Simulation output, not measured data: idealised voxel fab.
The following process module bears the name voxel fin reveal.
cross-section cut | 275 nm wide | cells 5 nm
Square cells in a grid make up a cross-section in this document, and the grid is given as bands, listed from the top down, each one or more rows of cells.
Heights first: top, then bottom, in nm. Then materials, left to right, each with a width in nm. "throughout" on a single material: fills the band edge to edge. "blank": empty space.
Below 0: as-received wafer, all one material; heights counted from there. Lowest band: no bottom, goes on down, written "top 0, no bottom".
Width "30..40": first value at the band's top row of cells, second value at its bottom row, equal change from row to row.
Reading "stayed the same" for a step: not a cell of the cross-section changed in it.
Empty spaces counting at least 8 cells and having no open way to the top are listed in "Sealed-off cavities". The notation width x height at distance is used for each, the distance being from the left edge and all three values in nm.
What comes after the settings on a step's line is commentary from the simulator itself on that step.
overlay nm: on a step with a mask, how far right of its planned place the mask lay; negative means left.
# Planned step list for the process
1 RECEIVE,material Si
2 CONFORMAL_DEP,material SiN,thk nm 5
3 PATTERN,tone cover,mask id FINS,material resist,width nm 15,pitch nm 35,thk nm 20,overlay nm 0
4 DIRECTIONAL_ETCH,etch materials SiN,depth nm 5
5 DIRECTIONAL_ETCH,etch materials Si,depth nm 30
6 STRIP,etch materials resist
7 FILL_DEP,material SiO2,thk nm 5
8 CMP,height nm 5
9 SELECTIVE_ETCH,etch materials SiO2,depth nm 15
10 STRIP,etch materials SiN
# as received, after step 1
* top 0, no bottom  Si throughout
* Sealed-off cavities: none
# First of two wafers at the end of the module, shown in cross-section; run carried out as planned
* top 0, bottom -10  blank=95; Si=15; blank=20; Si=15; blank=20; Si=15; blank=95
* top -10, bottom -30  SiO2=95; Si=15; SiO2=20; Si=15; SiO2=20; Si=15; SiO2=95
* top -30, no bottom  Si throughout
* Sealed-off cavities: none
# Cross-sectional view of the second of two wafers upon completion of the module. This wafer shared its starting condition and process plan with the first; one error was made during its execution
* top 0, bottom -10  blank=95; Si=15; blank=20; Si=15; blank=20; Si=15; blank=95
* top -10, bottom -60  SiO2=95; Si=15; SiO2=20; Si=15; SiO2=20; Si=15; SiO2=95
* top -60, no bottom  Si throughout
* Sealed-off cavities: none
It is concluded that the wafer was processed incorrectly with respect to the plan, in that plan step 5 ran twice
The final cell counts differ between the wafers, with the second having more or fewer of some materials than the first: 276 fewer of Si | 276 more of SiO2
